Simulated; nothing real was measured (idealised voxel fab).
Herein follows the process module entitled voxel transistor to metal.
Section shown: cut. Width: 205 nm. Cell size: 5 nm, square.
In this document a cross-section is written as a grid of square cells. It is given as a series of bands, listed from the top down, and a band is one or more rows of cells.
Within each band entry, the heights of the top and of the bottom of the band appear first, in that order and in nm; the materials of the band then follow from left to right, each with its corresponding width in nm. The designation "throughout" on a single material indicates that it fills the band from edge to edge; the designation "empty" indicates empty space.
Heights from 0 (as-received wafer is one material below). Bottom band endless downward, as "from 0 down".
Width: "30..40" (first number = top row, second number = bottom row, same change from row to row of cells).
"no alteration" means the step left every cell of the cross-section as it was.
Reported under the label "Closed void list" are the empty spaces having no open way to the top and comprising 8 cells or more; the notation for each is width x height at distance, in which the distance is measured from the left edge and all three values are in nm.
Anything after a step's settings on that line? It's the simulator's own note about the step.
overlay nm: on a step with a mask, how far right of its planned place the mask lay; negative means left.
Reading key. Pairs: pre-step and post-step cross-section, one process step apart; post-step view only to lowest changed band. Step between + settings: beneath pair. Runs: pairs may be from different runs of this module, same starting wafer. Continuation from pair above: only where "Preceding state" entry says.

Preceding state
  from 65 to 50: empty 50, then resist 20, then empty 60, then resist 20, then empty 55
  from 50 to 35: empty 50, then Ru 20, then empty 60, then Ru 20, then empty 55
  from 35 to 30: TiN throughout
  from 30 to 20: SiO2 50, then TiN 5, then W 10, then TiN 5, then SiO2 60, then TiN 5, then W 10, then TiN 5, then SiO2 55
  from 20 to 15: SiO2 50, then TiN 5, then W 10, then TiN 5, then SiO2 60, then TiN 10, then W 5, then TiN 5, then SiO2 55
  from 15 to 10: SiO2 50, then TiN 5, then W 10, then TiN 5, then SiN 10, then HfO2 5, then TiN 5, then W 25, then TiN 5, then HfO2 5, then SiN 10, then TiN 5, then W 5, then TiN 5, then SiO2 55
  from 10 to 5: SiO2 50, then TiN 10, then W 5, then TiN 5, then SiN 10, then HfO2 5, then TiN 5, then W 25, then TiN 5, then HfO2 5, then SiN 10, then TiN 15, then SiO2 55
  from 5 to 0: SiO2 45, then SiN 10, then TiN 5, then W 5, then TiN 5, then SiN 10, then HfO2 5, then TiN 5, then W 25, then TiN 5, then HfO2 5, then SiN 10, then TiN 10, then SiN 10, then SiO2 50
  from 0 to -5: SiO2 45, then SiN 10, then TiN 15, then SiN 10, then HfO2 5, then TiN 35, then HfO2 5, then SiN 10, then TiN 10, then SiN 10, then SiO2 50
  from -5 to -10: SiO2 55, then nSi 5, then TiN 5, then nSi 5, then SiO2 10, then HfO2 45, then SiO2 10, then nSi 10, then SiO2 60
  from -10 to -15: SiO2 45, then Si 10, then nSi 15, then Si 65, then nSi 10, then Si 10, then SiO2 50
  from -15 to -30: SiO2 45, then Si 110, then SiO2 50
  from -30 down: Si throughout
  Closed void list: none

Structure After Step
  from 65 to 50: empty 50, then resist 20, then empty 60, then resist 20, then empty 55
  from 50 to 35: empty 50, then Ru 20, then empty 60, then Ru 20, then empty 55
  from 35 to 30: empty 50, then TiN 20, then empty 60, then TiN 20, then empty 55
  Below 30 it's all the same as before, nothing changed down there.
  Closed void list: none
Before/after cross-sections above; step in between: DIRECTIONAL_ETCH,etch materials TiN,depth nm 5

Preceding state: equal to the after panel directly above.

Structure After Step
  from 50 to 35: empty 50, then Ru 20, then empty 60, then Ru 20, then empty 55
  Below 35 it's all the same as before, nothing changed down there.
  Closed void list: none
Before/after cross-sections above; step in between: STRIP,etch materials resist

Preceding state: equal to the after panel directly above.

Structure After Step
  from 55 to 50: empty 45, then SiCN 30, then empty 50, then SiCN 30, then empty 50
  from 50 to 35: empty 45, then SiCN 5, then Ru 20, then SiCN 5, then empty 50, then SiCN 5, then Ru 20, then SiCN 5, then empty 50
  from 35 to 30: SiCN 50, then TiN 20, then SiCN 60, then TiN 20, then SiCN 55
  Below 30 it's all the same as before, nothing changed down there.
  Closed void list: none
Before/after cross-sections above; step in between: CONFORMAL_DEP,material SiCN,thk nm 5

Preceding state: equal to the after panel directly above.

Structure After Step
  from 65 to 55: SiO2 throughout
  from 55 to 50: SiO2 45, then SiCN 30, then SiO2 50, then SiCN 30, then SiO2 50
  from 50 to 35: SiO2 45, then SiCN 5, then Ru 20, then SiCN 5, then SiO2 50, then SiCN 5, then Ru 20, then SiCN 5, then SiO2 50
  Below 35 it's all the same as before, nothing changed down there.
  Closed void list: none
Before/after cross-sections above; step in between: FILL_DEP,material SiO2,thk nm 10

Preceding state: equal to the after panel directly above.

Structure After Step
  from 50 to 35: SiO2 45, then SiCN 5, then Ru 20, then SiCN 5, then SiO2 50, then SiCN 5, then Ru 20, then SiCN 5, then SiO2 50
  Below 35 it's all the same as before, nothing changed down there.
  Closed void list: none
Before/after cross-sections above; step in between: CMP,height nm 50

Preceding state: equal to the after panel directly above.

Structure After Step
  from 55 to 50: SiN throughout
  Below 50 it's all the same as before, nothing changed down there.
  Closed void list: none
Before/after cross-sections above; step in between: CONFORMAL_DEP,material SiN,thk nm 5

Preceding state
  from 15 to 0: SiN throughout
  from 0 to -5: SiO2 throughout
  from -5 down: Si throughout
  Closed void list: none

Structure After Step
  from 15 to 0: empty 35, then SiN 110, then empty 60
  Below 0 it's all the same as before, nothing changed down there.
  Closed void list: none
Before/after cross-sections above; step in between: MASKED_ETCH,tone cover,mask id ACTIVE,width nm 110,etch materials SiN,depth nm 15,overlay nm -10

Preceding state: equal to the after panel directly above.

Structure After Step
  from 15 to 0: empty 35, then SiN 110, then empty 60
  from 0 to -5: empty 35, then SiO2 120, then empty 50
  Below -5 it's all the same as before, nothing changed down there.
  Closed void list: none
Before/after cross-sections above; step in between: MASKED_ETCH,tone cover,mask id ACTIVE,width nm 110,etch materials SiO2,depth nm 5,overlay nm 0

Preceding state: equal to the after panel directly above.

Structure After Step
  from 15 to 0: empty 35, then SiN 110, then empty 60
  from 0 to -5: empty 35, then SiO2 120, then empty 50
  from -5 to -30: empty 35, then Si 120, then empty 50
  Below -30 it's all the same as before, nothing changed down there.
  Closed void list: none
Before/after cross-sections above; step in between: MASKED_ETCH,tone cover,mask id ACTIVE,width nm 110,etch materials Si,depth nm 25,overlay nm 0

Preceding state: equal to the after panel directly above.

Structure After Step
  from 25 to 15: SiO2 throughout
  from 15 to 0: SiO2 35, then SiN 110, then SiO2 60
  from 0 to -5: SiO2 throughout
  from -5 to -30: SiO2 35, then Si 120, then SiO2 50
  Below -30 it's all the same as before, nothing changed down there.
  Closed void list: none
Before/after cross-sections above; step in between: FILL_DEP,material SiO2,thk nm 10

Preceding state: equal to the after panel directly above.

Structure After Step
  from 15 to 0: SiO2 35, then SiN 110, then SiO2 60
  Below 0 it's all the same as before, nothing changed down there.
  Closed void list: none
Before/after cross-sections above; step in between: CMP,height nm 15

Preceding state: equal to the after panel directly above.

Structure After Step
  from 15 to 10: empty 35, then SiN 110, then empty 60
  Below 10 it's all the same as before, nothing changed down there.
  Closed void list: none
Before/after cross-sections above; step in between: SELECTIVE_ETCH,etch materials SiO2,depth nm 5

Preceding state: equal to the after panel directly above.

Structure After Step
  from 10 to 0: SiO2 35, then empty 110, then SiO2 60
  Below 0 it's all the same as before, nothing changed down there.
  Closed void list: none
Before/after cross-sections above; step in between: STRIP,etch materials SiN

Preceding state: equal to the after panel directly above.

Structure After Step
  from 5 to -5: SiO2 30, then empty 120, then SiO2 55
  Below -5 it's all the same as before, nothing changed down there.
  Closed void list: none
Before/after cross-sections above; step in between: SELECTIVE_ETCH,etch materials SiO2,depth nm 5

Preceding state: equal to the after panel directly above.

Structure After Step
  from 5 to -5: SiO2 30, then empty 120, then SiO2 55
  from -5 to -10: SiO2 throughout
  Below -10 it's all the same as before, nothing changed down there.
  Closed void list: none
Before/after cross-sections above; step in between: OXIDIZE,depth nm 5

Preceding state: equal to the after panel directly above.

Structure After Step
  from 30 to 20: polySi 30, then empty 120, then polySi 55
  from 20 to 5: polySi throughout
  from 5 to -5: SiO2 30, then polySi 120, then SiO2 55
  Below -5 it's all the same as before, nothing changed down there.
  Closed void list: none
Before/after cross-sections above; step in between: DIRECTIONAL_DEP,material polySi,thk nm 25

Preceding state: equal to the after panel directly above.

Structure After Step
  from 40 to 30: SiCN 30, then empty 120, then SiCN 55
  from 30 to 20: polySi 30, then SiCN 120, then polySi 55
  Below 20 it's all the same as before, nothing changed down there.
  Closed void list: none
Before/after cross-sections above; step in between: DIRECTIONAL_DEP,material SiCN,thk nm 10

Preceding state: equal to the after panel directly above.

Structure After Step
  from 60 to 40: empty 85, then resist 30, then empty 90
  from 40 to 30: SiCN 30, then empty 55, then resist 30, then empty 35, then SiCN 55
  Below 30 it's all the same as before, nothing changed down there.
  Closed void list: none
Before/after cross-sections above; step in between: PATTERN,tone cover,mask id GATE,material resist,width nm 30,thk nm 20,overlay nm 0

Preceding state: equal to the after panel directly above.

Structure After Step
  from 60 to 30: empty 85, then resist 30, then empty 90
  from 30 to 20: polySi 30, then empty 55, then SiCN 30, then empty 35, then polySi 55
  Below 20 it's all the same as before, nothing changed down there.
  Closed void list: none
Before/after cross-sections above; step in between: DIRECTIONAL_ETCH,etch materials SiCN,depth nm 20

Preceding state: equal to the after panel directly above.

Structure After Step
  from 60 to 30: empty 85, then resist 30, then empty 90
  from 30 to 20: empty 85, then SiCN 30, then empty 90
  from 20 to 5: empty 85, then polySi 30, then empty 90
  from 5 to -5: SiO2 30, then empty 55, then polySi 30, then empty 35, then SiO2 55
  Below -5 it's all the same as before, nothing changed down there.
  Closed void list: none
Before/after cross-sections above; step in between: DIRECTIONAL_ETCH,etch materials polySi,depth nm 35

Preceding state: equal to the after panel directly above.

Structure After Step
  from 30 to 20: empty 85, then SiCN 30, then empty 90
  Below 20 it's all the same as before, nothing changed down there.
  Closed void list: none
Before/after cross-sections above; step in between: STRIP,etch materials resist

Preceding state: equal to the after panel directly above.

Structure After Step
  from 35 to 30: empty 80, then SiO2 40, then empty 85
  from 30 to 20: empty 80, then SiO2 5, then SiCN 30, then SiO2 5, then empty 85
  from 20 to 10: empty 80, then SiO2 5, then polySi 30, then SiO2 5, then empty 85
  from 10 to 0: SiO2 35, then empty 45, then SiO2 5, then polySi 30, then SiO2 5, then empty 25, then SiO2 60
  from 0 to -5: SiO2 85, then polySi 30, then SiO2 90
  Below -5 it's all the same as before, nothing changed down there.
  Closed void list: none
Before/after cross-sections above; step in between: CONFORMAL_DEP,material SiO2,thk nm 5

Preceding state: equal to the after panel directly above.

Structure After Step
  from 30 to 20: empty 80, then SiO2 5, then SiCN 30, then SiO2 5, then empty 85
  from 20 to 5: empty 80, then SiO2 5, then polySi 30, then SiO2 5, then empty 85
  from 5 to -5: SiO2 35, then empty 45, then SiO2 5, then polySi 30, then SiO2 5, then empty 25, then SiO2 60
  Below -5 it's all the same as before, nothing changed down there.
  Closed void list: none
Before/after cross-sections above; step in between: DIRECTIONAL_ETCH,etch materials SiO2,depth nm 5

Preceding state: equal to the after panel directly above.

Structure After Step
  from 40 to 30: empty 70, then SiN 60, then empty 75
  from 30 to 20: empty 70, then SiN 10, then SiO2 5, then SiCN 30, then SiO2 5, then SiN 10, then empty 75
  from 20 to 15: empty 70, then SiN 10, then SiO2 5, then polySi 30, then SiO2 5, then SiN 10, then empty 75
  from 15 to 5: SiN 45, then empty 25, then SiN 10, then SiO2 5, then polySi 30, then SiO2 5, then SiN 10, then empty 5, then SiN 70
  from 5 to -5: SiO2 35, then SiN 45, then SiO2 5, then polySi 30, then SiO2 5, then SiN 25, then SiO2 60
  Below -5 it's all the same as before, nothing changed down there.
  Closed void list: none
Before/after cross-sections above; step in between: CONFORMAL_DEP,material SiN,thk nm 10

Preceding state: equal to the after panel directly above.

Structure After Step
  from 30 to 20: empty 70, then SiN 10, then SiO2 5, then SiCN 30, then SiO2 5, then SiN 10, then empty 75
  from 20 to 5: empty 70, then SiN 10, then SiO2 5, then polySi 30, then SiO2 5, then SiN 10, then empty 75
  from 5 to -5: SiO2 35, then SiN 10, then empty 25, then SiN 10, then SiO2 5, then polySi 30, then SiO2 5, then SiN 10, then empty 5, then SiN 10, then SiO2 60
  Below -5 it's all the same as before, nothing changed down there.
  Closed void list: none
Before/after cross-sections above; step in between: DIRECTIONAL_ETCH,etch materials SiN,depth nm 10

Preceding state: equal to the after panel directly above.

Structure After Step
  from 30 to 25: empty 70, then SiN 10, then empty 5, then SiCN 30, then empty 5, then SiN 10, then empty 75
  from 25 to 20: empty 70, then SiN 10, then SiO2 5, then SiCN 30, then SiO2 5, then SiN 10, then empty 75
  from 20 to 5: empty 70, then SiN 10, then SiO2 5, then polySi 30, then SiO2 5, then SiN 10, then empty 75
  from 5 to 0: empty 35, then SiN 10, then empty 25, then SiN 10, then SiO2 5, then polySi 30, then SiO2 5, then SiN 10, then empty 5, then SiN 10, then empty 60
  from 0 to -5: SiO2 35, then SiN 10, then empty 25, then SiN 10, then SiO2 5, then polySi 30, then SiO2 5, then SiN 10, then empty 5, then SiN 10, then SiO2 60
  from -5 to -10: SiO2 45, then empty 25, then SiO2 60, then empty 5, then SiO2 70
  Below -10 it's all the same as before, nothing changed down there.
  Closed void list: none
Before/after cross-sections above; step in between: DIRECTIONAL_ETCH,etch materials SiO2,depth nm 5

Preceding state: equal to the after panel directly above.

Structure After Step
  from 30 to 25: empty 70, then SiN 10, then empty 5, then SiCN 30, then empty 5, then SiN 10, then empty 75
  from 25 to 20: empty 70, then SiN 10, then SiO2 5, then SiCN 30, then SiO2 5, then SiN 10, then empty 75
  from 20 to 5: empty 70, then SiN 10, then SiO2 5, then polySi 30, then SiO2 5, then SiN 10, then empty 75
  from 5 to 0: empty 35, then SiN 10, then empty 25, then SiN 10, then SiO2 5, then polySi 30, then SiO2 5, then SiN 10, then empty 5, then SiN 10, then empty 60
  from 0 to -5: SiO2 35, then SiN 10, then empty 25, then SiN 10, then SiO2 5, then polySi 30, then SiO2 5, then SiN 10, then empty 5, then SiN 10, then SiO2 60
  from -5 to -10: SiO2 45, then empty 25, then SiO2 60, then empty 5, then SiO2 70
  from -10 to -15: SiO2 35, then Si 10, then empty 25, then Si 60, then empty 5, then Si 20, then SiO2 50
  Below -15 it's all the same as before, nothing changed down there.
  Closed void list: none
Before/after cross-sections above; step in between: DIRECTIONAL_ETCH,etch materials Si,depth nm 5

Preceding state: equal to the after panel directly above.

Structure After Step
  from 30 to 25: empty 70, then SiN 10, then empty 5, then SiCN 30, then empty 5, then SiN 10, then empty 75
  from 25 to 20: empty 70, then SiN 10, then SiO2 5, then SiCN 30, then SiO2 5, then SiN 10, then empty 75
  from 20 to 5: empty 70, then SiN 10, then SiO2 5, then polySi 30, then SiO2 5, then SiN 10, then empty 75
  from 5 to 0: empty 35, then SiN 10, then empty 25, then SiN 10, then SiO2 5, then polySi 30, then SiO2 5, then SiN 10, then empty 5, then SiN 10, then empty 60
  from 0 to -5: SiO2 35, then SiN 10, then empty 25, then SiN 10, then SiO2 5, then polySi 30, then SiO2 5, then SiN 10, then empty 5, then SiN 10, then SiO2 60
  from -5 to -10: SiO2 45, then nSi 5, then empty 15, then nSi 5, then SiO2 60, then nSi 5, then SiO2 70
  from -10 to -15: SiO2 35, then Si 10, then nSi 25, then Si 60, then nSi 5, then Si 20, then SiO2 50
  Below -15 it's all the same as before, nothing changed down there.
  Closed void list: none
Before/after cross-sections above; step in between: EPI,material nSi,thk nm 5

Preceding state: equal to the after panel directly above.

Structure After Step
  from 35 to 30: SiO2 throughout
  from 30 to 20: SiO2 70, then SiN 10, then SiO2 5, then SiCN 30, then SiO2 5, then SiN 10, then SiO2 75
  from 20 to 5: SiO2 70, then SiN 10, then SiO2 5, then polySi 30, then SiO2 5, then SiN 10, then SiO2 75
  from 5 to -5: SiO2 35, then SiN 10, then SiO2 25, then SiN 10, then SiO2 5, then polySi 30, then SiO2 5, then SiN 10, then SiO2 5, then SiN 10, then SiO2 60
  from -5 to -10: SiO2 45, then nSi 5, then SiO2 15, then nSi 5, then SiO2 60, then nSi 5, then SiO2 70
  Below -10 it's all the same as before, nothing changed down there.
  Closed void list: none
Before/after cross-sections above; step in between: FILL_DEP,material SiO2,thk nm 5

Preceding state: equal to the after panel directly above.

Structure After Step
  from 20 to 5: SiO2 70, then SiN 10, then SiO2 5, then polySi 30, then SiO2 5, then SiN 10, then SiO2 75
  Below 5 it's all the same as before, nothing changed down there.
  Closed void list: none
Before/after cross-sections above; step in between: CMP,height nm 20

Preceding state: equal to the after panel directly above.

Structure After Step
  from 20 to 5: SiO2 70, then SiN 10, then SiO2 5, then empty 30, then SiO2 5, then SiN 10, then SiO2 75
  from 5 to -5: SiO2 35, then SiN 10, then SiO2 25, then SiN 10, then SiO2 5, then empty 30, then SiO2 5, then SiN 10, then SiO2 5, then SiN 10, then SiO2 60
  Below -5 it's all the same as before, nothing changed down there.
  Closed void list: none
Before/after cross-sections above; step in between: STRIP,etch materials polySi

Preceding state: equal to the after panel directly above.

Structure After Step
  from 20 to 15: empty 70, then SiN 10, then empty 40, then SiN 10, then empty 75
  from 15 to 5: SiO2 70, then SiN 10, then empty 40, then SiN 10, then SiO2 75
  from 5 to -5: SiO2 35, then SiN 10, then SiO2 25, then SiN 10, then empty 40, then SiN 10, then SiO2 5, then SiN 10, then SiO2 60
  from -5 to -10: SiO2 45, then nSi 5, then SiO2 15, then nSi 5, then SiO2 10, then empty 40, then SiO2 10, then nSi 5, then SiO2 70
  Below -10 it's all the same as before, nothing changed down there.
  Closed void list: none
Before/after cross-sections above; step in between: SELECTIVE_ETCH,etch materials SiO2,depth nm 5

Preceding state: equal to the after panel directly above.

Structure After Step
  from 25 to 20: empty 65, then HfO2 20, then empty 30, then HfO2 20, then empty 70
  from 20 to 15: HfO2 70, then SiN 10, then HfO2 5, then empty 30, then HfO2 5, then SiN 10, then HfO2 75
  from 15 to 5: SiO2 70, then SiN 10, then HfO2 5, then empty 30, then HfO2 5, then SiN 10, then SiO2 75
  from 5 to -5: SiO2 35, then SiN 10, then SiO2 25, then SiN 10, then HfO2 5, then empty 30, then HfO2 5, then SiN 10, then SiO2 5, then SiN 10, then SiO2 60
  from -5 to -10: SiO2 45, then nSi 5, then SiO2 15, then nSi 5, then SiO2 10, then HfO2 40, then SiO2 10, then nSi 5, then SiO2 70
  Below -10 it's all the same as before, nothing changed down there.
  Closed void list: none
Before/after cross-sections above; step in between: CONFORMAL_DEP,material HfO2,thk nm 5

Preceding state: equal to the after panel directly above.

Structure After Step
  from 30 to 25: empty 60, then TiN 30, then empty 20, then TiN 30, then empty 65
  from 25 to 20: TiN 65, then HfO2 20, then TiN 5, then empty 20, then TiN 5, then HfO2 20, then TiN 70
  from 20 to 15: HfO2 70, then SiN 10, then HfO2 5, then TiN 5, then empty 20, then TiN 5, then HfO2 5, then SiN 10, then HfO2 75
  from 15 to 5: SiO2 70, then SiN 10, then HfO2 5, then TiN 5, then empty 20, then TiN 5, then HfO2 5, then SiN 10, then SiO2 75
  from 5 to 0: SiO2 35, then SiN 10, then SiO2 25, then SiN 10, then HfO2 5, then TiN 5, then empty 20, then TiN 5, then HfO2 5, then SiN 10, then SiO2 5, then SiN 10, then SiO2 60
  from 0 to -5: SiO2 35, then SiN 10, then SiO2 25, then SiN 10, then HfO2 5, then TiN 30, then HfO2 5, then SiN 10, then SiO2 5, then SiN 10, then SiO2 60
  Below -5 it's all the same as before, nothing changed down there.
  Closed void list: none
Before/after cross-sections above; step in between: CONFORMAL_DEP,material TiN,thk nm 5

Preceding state: equal to the after panel directly above.

Structure After Step
  from 35 to 30: W throughout
  from 30 to 25: W 60, then TiN 30, then W 20, then TiN 30, then W 65
  from 25 to 20: TiN 65, then HfO2 20, then TiN 5, then W 20, then TiN 5, then HfO2 20, then TiN 70
  from 20 to 15: HfO2 70, then SiN 10, then HfO2 5, then TiN 5, then W 20, then TiN 5, then HfO2 5, then SiN 10, then HfO2 75
  from 15 to 5: SiO2 70, then SiN 10, then HfO2 5, then TiN 5, then W 20, then TiN 5, then HfO2 5, then SiN 10, then SiO2 75
  from 5 to 0: SiO2 35, then SiN 10, then SiO2 25, then SiN 10, then HfO2 5, then TiN 5, then W 20, then TiN 5, then HfO2 5, then SiN 10, then SiO2 5, then SiN 10, then SiO2 60
  Below 0 it's all the same as before, nothing changed down there.
  Closed void list: none
Before/after cross-sections above; step in between: FILL_DEP,material W,thk nm 5

Preceding state: equal to the after panel directly above.

Structure After Step
  from 15 to 5: SiO2 70, then SiN 10, then HfO2 5, then TiN 5, then W 20, then TiN 5, then HfO2 5, then SiN 10, then SiO2 75
  Below 5 it's all the same as before, nothing changed down there.
  Closed void list: none
Before/after cross-sections above; step in between: CMP,height nm 15

Preceding state: equal to the after panel directly above.

Structure After Step
  from 30 to 15: SiO2 throughout
  Below 15 it's all the same as before, nothing changed down there.
  Closed void list: none
Before/after cross-sections above; step in between: DIRECTIONAL_DEP,material SiO2,thk nm 15

Preceding state: equal to the after panel directly above.

Structure After Step
  from 30 to 15: SiO2 50, then empty 20, then SiO2 60, then empty 20, then SiO2 55
  from 15 to 5: SiO2 50, then empty 20, then SiN 10, then HfO2 5, then TiN 5, then W 20, then TiN 5, then HfO2 5, then SiN 10, then empty 20, then SiO2 55
  from 5 to 0: SiO2 35, then SiN 10, then SiO2 5, then empty 20, then SiN 10, then HfO2 5, then TiN 5, then W 20, then TiN 5, then HfO2 5, then SiN 10, then empty 5, then SiN 10, then empty 5, then SiO2 55
  from 0 to -5: SiO2 35, then SiN 10, then SiO2 5, then empty 20, then SiN 10, then HfO2 5, then TiN 30, then HfO2 5, then SiN 10, then empty 5, then SiN 10, then empty 5, then SiO2 55
  from -5 to -10: SiO2 45, then nSi 5, then empty 15, then nSi 5, then SiO2 10, then HfO2 40, then SiO2 10, then nSi 5, then SiO2 10, then empty 5, then SiO2 55
  Below -10 it's all the same as before, nothing changed down there.
  Closed void list: none
Before/after cross-sections above; step in between: MASKED_ETCH,tone open,mask id CONTACT,width nm 20,pitch nm 80,etch materials SiO2,depth nm 40,overlay nm 0

Preceding state: equal to the after panel directly above.

Structure After Step
  from 35 to 30: TiN 55, then empty 10, then TiN 70, then empty 10, then TiN 60
  from 30 to 15: SiO2 50, then TiN 5, then empty 10, then TiN 5, then SiO2 60, then TiN 5, then empty 10, then TiN 5, then SiO2 55
  from 15 to 10: SiO2 50, then TiN 5, then empty 10, then TiN 5, then SiN 10, then HfO2 5, then TiN 5, then W 20, then TiN 5, then HfO2 5, then SiN 10, then TiN 5, then empty 10, then TiN 5, then SiO2 55
  from 10 to 5: SiO2 50, then TiN 5, then empty 10, then TiN 5, then SiN 10, then HfO2 5, then TiN 5, then W 20, then TiN 5, then HfO2 5, then SiN 10, then TiN 20, then SiO2 55
  from 5 to 0: SiO2 35, then SiN 10, then SiO2 5, then TiN 5, then empty 10, then TiN 5, then SiN 10, then HfO2 5, then TiN 5, then W 20, then TiN 5, then HfO2 5, then SiN 10, then TiN 5, then SiN 10, then TiN 5, then SiO2 55
  from 0 to -5: SiO2 35, then SiN 10, then SiO2 5, then TiN 5, then empty 5, then TiN 10, then SiN 10, then HfO2 5, then TiN 30, then HfO2 5, then SiN 10, then TiN 5, then SiN 10, then TiN 5, then SiO2 55
  from -5 to -10: SiO2 45, then nSi 5, then TiN 15, then nSi 5, then SiO2 10, then HfO2 40, then SiO2 10, then nSi 5, then SiO2 10, then TiN 5, then SiO2 55
  Below -10 it's all the same as before, nothing changed down there.
  Closed void list: none
Before/after cross-sections above; step in between: CONFORMAL_DEP,material TiN,thk nm 5

Preceding state: equal to the after panel directly above.

Structure After Step
  from 40 to 35: W throughout
  from 35 to 30: TiN 55, then W 10, then TiN 70, then W 10, then TiN 60
  from 30 to 15: SiO2 50, then TiN 5, then W 10, then TiN 5, then SiO2 60, then TiN 5, then W 10, then TiN 5, then SiO2 55
  from 15 to 10: SiO2 50, then TiN 5, then W 10, then TiN 5, then SiN 10, then HfO2 5, then TiN 5, then W 20, then TiN 5, then HfO2 5, then SiN 10, then TiN 5, then W 10, then TiN 5, then SiO2 55
  from 10 to 5: SiO2 50, then TiN 5, then W 10, then TiN 5, then SiN 10, then HfO2 5, then TiN 5, then W 20, then TiN 5, then HfO2 5, then SiN 10, then TiN 20, then SiO2 55
  from 5 to 0: SiO2 35, then SiN 10, then SiO2 5, then TiN 5, then W 10, then TiN 5, then SiN 10, then HfO2 5, then TiN 5, then W 20, then TiN 5, then HfO2 5, then SiN 10, then TiN 5, then SiN 10, then TiN 5, then SiO2 55
  from 0 to -5: SiO2 35, then SiN 10, then SiO2 5, then TiN 5, then W 5, then TiN 10, then SiN 10, then HfO2 5, then TiN 30, then HfO2 5, then SiN 10, then TiN 5, then SiN 10, then TiN 5, then SiO2 55
  Below -5 it's all the same as before, nothing changed down there.
  Closed void list: none
Before/after cross-sections above; step in between: FILL_DEP,material W,thk nm 5

Preceding state: equal to the after panel directly above.

Structure After Step
  from 30 to 15: SiO2 50, then TiN 5, then W 10, then TiN 5, then SiO2 60, then TiN 5, then W 10, then TiN 5, then SiO2 55
  Below 15 it's all the same as before, nothing changed down there.
  Closed void list: none
Before/after cross-sections above; step in between: CMP,height nm 30

Preceding state: equal to the after panel directly above.

Structure After Step
  from 35 to 30: TiN throughout
  Below 30 it's all the same as before, nothing changed down there.
  Closed void list: none
Before/after cross-sections above; step in between: DIRECTIONAL_DEP,material TiN,thk nm 5

Preceding state: equal to the after panel directly above.

Structure After Step
  from 50 to 35: Ru throughout
  Below 35 it's all the same as before, nothing changed down there.
  Closed void list: none
Before/after cross-sections above; step in between: DIRECTIONAL_DEP,material Ru,thk nm 15

Preceding state: equal to the after panel directly above.

Structure After Step
  from 65 to 50: empty 50, then resist 20, then empty 60, then resist 20, then empty 55
  Below 50 it's all the same as before, nothing changed down there.
  Closed void list: none
Before/after cross-sections above; step in between: PATTERN,tone cover,mask id METAL_1,material resist,width nm 20,pitch nm 80,thk nm 15,overlay nm 0

Preceding state: equal to the after panel directly above.

Structure After Step
  from 65 to 50: empty 50, then resist 20, then empty 60, then resist 20, then empty 55
  from 50 to 35: empty 50, then Ru 20, then empty 60, then Ru 20, then empty 55
  Below 35 it's all the same as before, nothing changed down there.
  Closed void list: none
Before/after cross-sections above; step in between: DIRECTIONAL_ETCH,etch materials Ru,depth nm 15

Preceding state: equal to the after panel directly above.

Structure After Step
  from 65 to 50: empty 50, then resist 20, then empty 60, then resist 20, then empty 55
  from 50 to 35: empty 50, then Ru 20, then empty 60, then Ru 20, then empty 55
  from 35 to 30: empty 50, then TiN 20, then empty 60, then TiN 20, then empty 55
  Below 30 it's all the same as before, nothing changed down there.
  Closed void list: none
Before/after cross-sections above; step in between: DIRECTIONAL_ETCH,etch materials TiN,depth nm 5

Preceding state: equal to the after panel directly above.

Structure After Step
  from 50 to 35: empty 50, then Ru 20, then empty 60, then Ru 20, then empty 55
  Below 35 it's all the same as before, nothing changed down there.
  Closed void list: none
Before/after cross-sections above; step in between: STRIP,etch materials resist

Preceding state: equal to the after panel directly above.

Structure After Step
  from 55 to 50: empty 45, then SiCN 30, then empty 50, then SiCN 30, then empty 50
  from 50 to 35: empty 45, then SiCN 5, then Ru 20, then SiCN 5, then empty 50, then SiCN 5, then Ru 20, then SiCN 5, then empty 50
  from 35 to 30: SiCN 50, then TiN 20, then SiCN 60, then TiN 20, then SiCN 55
  Below 30 it's all the same as before, nothing changed down there.
  Closed void list: none
Before/after cross-sections above; step in between: CONFORMAL_DEP,material SiCN,thk nm 5

Preceding state: equal to the after panel directly above.

Structure After Step
  from 65 to 55: SiO2 throughout
  from 55 to 50: SiO2 45, then SiCN 30, then SiO2 50, then SiCN 30, then SiO2 50
  from 50 to 35: SiO2 45, then SiCN 5, then Ru 20, then SiCN 5, then SiO2 50, then SiCN 5, then Ru 20, then SiCN 5, then SiO2 50
  Below 35 it's all the same as before, nothing changed down there.
  Closed void list: none
Before/after cross-sections above; step in between: FILL_DEP,material SiO2,thk nm 10

Preceding state: equal to the after panel directly above.

Structure After Step
  from 50 to 35: SiO2 45, then SiCN 5, then Ru 20, then SiCN 5, then SiO2 50, then SiCN 5, then Ru 20, then SiCN 5, then SiO2 50
  Below 35 it's all the same as before, nothing changed down there.
  Closed void list: none
Before/after cross-sections above; step in between: CMP,height nm 50

Preceding state: equal to the after panel directly above.

Structure After Step
  from 55 to 50: SiN throughout
  Below 50 it's all the same as before, nothing changed down there.
  Closed void list: none
Before/after cross-sections above; step in between: CONFORMAL_DEP,material SiN,thk nm 5

Preceding state
  from 15 to 5: SiO2 70, then SiN 10, then HfO2 5, then TiN 5, then W 20, then TiN 5, then HfO2 5, then SiN 10, then SiO2 75
  from 5 to 0: SiO2 45, then SiN 10, then SiO2 15, then SiN 10, then HfO2 5, then TiN 5, then W 20, then TiN 5, then HfO2 5, then SiN 10, then SiO2 15, then SiN 10, then SiO2 50
  from 0 to -5: SiO2 45, then SiN 10, then SiO2 15, then SiN 10, then HfO2 5, then TiN 30, then HfO2 5, then SiN 10, then SiO2 15, then SiN 10, then SiO2 50
  from -5 to -10: SiO2 55, then nSi 5, then SiO2 5, then nSi 5, then SiO2 10, then HfO2 40, then SiO2 10, then nSi 5, then SiO2 5, then nSi 5, then SiO2 60
  from -10 to -15: SiO2 45, then Si 10, then nSi 15, then Si 60, then nSi 15, then Si 10, then SiO2 50
  from -15 to -30: SiO2 45, then Si 110, then SiO2 50
  from -30 down: Si throughout
  Closed void list: none

Structure After Step
  from 30 to 15: Ru throughout
  Below 15 it's all the same as before, nothing changed down there.
  Closed void list: none
Before/after cross-sections above; step in between: DIRECTIONAL_DEP,material Ru,thk nm 15

Preceding state: equal to the after panel directly above.

Structure After Step
  from 35 to 30: TiN throughout
  Below 30 it's all the same as before, nothing changed down there.
  Closed void list: none
Before/after cross-sections above; step in between: CONFORMAL_DEP,material TiN,thk nm 5

Preceding state: equal to the after panel directly above.

Structure After Step
  from 40 to 35: W throughout
  Below 35 it's all the same as before, nothing changed down there.
  Closed void list: none
Before/after cross-sections above; step in between: FILL_DEP,material W,thk nm 5

Preceding state: equal to the after panel directly above.

Structure After Step
  from 30 to 15: Ru throughout
  Below 15 it's all the same as before, nothing changed down there.
  Closed void list: none
Before/after cross-sections above; step in between: CMP,height nm 30
